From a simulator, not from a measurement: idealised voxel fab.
Process module heading - voxel fin reveal
Section shown: cut. Width: 200 nm. Cell size: 5 nm, square.
Notation: cross-section as square-cell grid; stated in bands, top first, going down; one or more cell rows per band. Top, bottom (nm), then materials left to right with widths (nm); lone material tagged "all across" fills the whole band edge to edge; "empty" = empty space. Where do heights start? At 0: under that level the wafer as delivered is made of one material only. And the lowest band has no floor; it just carries on downward, as in "0 nm and below". The notation "30 to 40" denotes a width that varies across the rows of cells in the band, beginning at the first number in the top row, finishing at the second number in the bottom row, and changing by an identical amount from each row to the next. Step note "left unchanged" = no cross-section cell changed. Closed-off voids of 8+ cells (no open route to the top) go in "Closed void list", written width x height at distance from the left edge, in nm. Heads up: the bit after the settings on a step's line is the simulator's remark on that step. "overlay nm" denotes, for a step that has a mask, the displacement of the mask to the right of its planned place, with negative values corresponding to the left.

# Here's what the planned process steps look like
1. RECEIVE: material Si
2. CONFORMAL_DEP: material SiN, thk nm 5
3. DIRECTIONAL_DEP: material aC, thk nm 10
4. PATTERN: tone cover, mask id FINS, material resist, width nm 15, pitch nm 35, thk nm 30, overlay nm 0
5. DIRECTIONAL_ETCH: etch materials aC, depth nm 10
6. STRIP: etch materials resist
7. DIRECTIONAL_ETCH: etch materials SiN, depth nm 5
8. DIRECTIONAL_ETCH: etch materials Si, depth nm 35
9. STRIP: etch materials aC
10. OXIDIZE: depth nm 5
11. FILL_DEP: material SiO2, thk nm 5
12. CMP: height nm 5
13. SELECTIVE_ETCH: etch materials SiO2, depth nm 20
14. STRIP: etch materials SiN

# First of the two wafers, run per plan

# Incoming wafer, cross-sectional view, post step 1
    0 nm and below | Si all across
    Closed void list: none

# Cross-section of the wafer after step 2
    5 nm to 0 nm | SiN all across
    Everything below 0 is unchanged.

# Cross-section of the wafer after step 3
    15 nm to 5 nm | aC all across
    Everything below 5 is unchanged.

# Cross-section of the wafer after step 4
    45 nm to 15 nm | empty 40 nm  resist 15 nm  empty 20 nm  resist 15 nm  empty 20 nm  resist 15 nm  empty 20 nm  resist 15 nm  empty 40 nm
    Everything below 15 is unchanged.

# Cross-section of the wafer after step 5
    35 nm to 15 nm | empty 40 nm  resist 15 nm  empty 20 nm  resist 15 nm  empty 20 nm  resist 15 nm  empty 20 nm  resist 15 nm  empty 40 nm
    15 nm to 5 nm | empty 40 nm  aC 15 nm  empty 20 nm  aC 15 nm  empty 20 nm  aC 15 nm  empty 20 nm  aC 15 nm  empty 40 nm
    Everything below 5 is unchanged.

# Cross-section of the wafer after step 6
    15 nm to 5 nm | empty 40 nm  aC 15 nm  empty 20 nm  aC 15 nm  empty 20 nm  aC 15 nm  empty 20 nm  aC 15 nm  empty 40 nm
    Everything below 5 is unchanged.

# Cross-section of the wafer after step 7
    15 nm to 5 nm | empty 40 nm  aC 15 nm  empty 20 nm  aC 15 nm  empty 20 nm  aC 15 nm  empty 20 nm  aC 15 nm  empty 40 nm
    5 nm to 0 nm | empty 40 nm  SiN 15 nm  empty 20 nm  SiN 15 nm  empty 20 nm  SiN 15 nm  empty 20 nm  SiN 15 nm  empty 40 nm
    Everything below 0 is unchanged.

# Cross-section of the wafer after step 8
    15 nm to 5 nm | empty 40 nm  aC 15 nm  empty 20 nm  aC 15 nm  empty 20 nm  aC 15 nm  empty 20 nm  aC 15 nm  empty 40 nm
    5 nm to 0 nm | empty 40 nm  SiN 15 nm  empty 20 nm  SiN 15 nm  empty 20 nm  SiN 15 nm  empty 20 nm  SiN 15 nm  empty 40 nm
    0 nm to -35 nm | empty 40 nm  Si 15 nm  empty 20 nm  Si 15 nm  empty 20 nm  Si 15 nm  empty 20 nm  Si 15 nm  empty 40 nm
    Everything below -35 is unchanged.

# Cross-section of the wafer after step 9
    5 nm to 0 nm | empty 40 nm  SiN 15 nm  empty 20 nm  SiN 15 nm  empty 20 nm  SiN 15 nm  empty 20 nm  SiN 15 nm  empty 40 nm
    Everything below 0 is unchanged.

# Cross-section of the wafer after step 10
    5 nm to 0 nm | empty 40 nm  SiN 15 nm  empty 20 nm  SiN 15 nm  empty 20 nm  SiN 15 nm  empty 20 nm  SiN 15 nm  empty 40 nm
    0 nm to -35 nm | empty 40 nm  SiO2 5 nm  Si 5 nm  SiO2 5 nm  empty 20 nm  SiO2 5 nm  Si 5 nm  SiO2 5 nm  empty 20 nm  SiO2 5 nm  Si 5 nm  SiO2 5 nm  empty 20 nm  SiO2 5 nm  Si 5 nm  SiO2 5 nm  empty 40 nm
    -35 nm to -40 nm | SiO2 45 nm  Si 5 nm  SiO2 30 nm  Si 5 nm  SiO2 30 nm  Si 5 nm  SiO2 30 nm  Si 5 nm  SiO2 45 nm
    Everything below -40 is unchanged.

# Cross-section of the wafer after step 11
    10 nm to 5 nm | SiO2 all across
    5 nm to 0 nm | SiO2 40 nm  SiN 15 nm  SiO2 20 nm  SiN 15 nm  SiO2 20 nm  SiN 15 nm  SiO2 20 nm  SiN 15 nm  SiO2 40 nm
    0 nm to -40 nm | SiO2 45 nm  Si 5 nm  SiO2 30 nm  Si 5 nm  SiO2 30 nm  Si 5 nm  SiO2 30 nm  Si 5 nm  SiO2 45 nm
    Everything below -40 is unchanged.

# Cross-section of the wafer after step 12
    5 nm to 0 nm | SiO2 40 nm  SiN 15 nm  SiO2 20 nm  SiN 15 nm  SiO2 20 nm  SiN 15 nm  SiO2 20 nm  SiN 15 nm  SiO2 40 nm
    Everything below 0 is unchanged.

# Cross-section of the wafer after step 13
    5 nm to 0 nm | empty 40 nm  SiN 15 nm  empty 20 nm  SiN 15 nm  empty 20 nm  SiN 15 nm  empty 20 nm  SiN 15 nm  empty 40 nm
    0 nm to -15 nm | empty 45 nm  Si 5 nm  empty 30 nm  Si 5 nm  empty 30 nm  Si 5 nm  empty 30 nm  Si 5 nm  empty 45 nm
    Everything below -15 is unchanged.

# Cross-section of the wafer after step 14
    0 nm to -15 nm | empty 45 nm  Si 5 nm  empty 30 nm  Si 5 nm  empty 30 nm  Si 5 nm  empty 30 nm  Si 5 nm  empty 45 nm
    Everything below -15 is unchanged.

# The second wafer began exactly as the first did and followed the same plan, but one mistake was made while running it; through step 12 inclusive, the two wafers are identical

# Look at the second wafer in cross-section at the time step 13 ought to have finished
    5 nm to 0 nm | empty 40 nm  SiN 15 nm  empty 20 nm  SiN 15 nm  empty 20 nm  SiN 15 nm  empty 20 nm  SiN 15 nm  empty 40 nm
    0 nm to -35 nm | empty 45 nm  Si 5 nm  empty 30 nm  Si 5 nm  empty 30 nm  Si 5 nm  empty 30 nm  Si 5 nm  empty 45 nm
    Everything below -35 is unchanged.

# Look at the second wafer in cross-section at the time step 14 ought to have finished
    0 nm to -35 nm | empty 45 nm  Si 5 nm  empty 30 nm  Si 5 nm  empty 30 nm  Si 5 nm  empty 30 nm  Si 5 nm  empty 45 nm
    Everything below -35 is unchanged.
What was the processing mistake? the plan's step 13 ran twice
Looking at both finished wafers in cells, the second ends up ahead of or behind the first on some materials: -144 SiO2
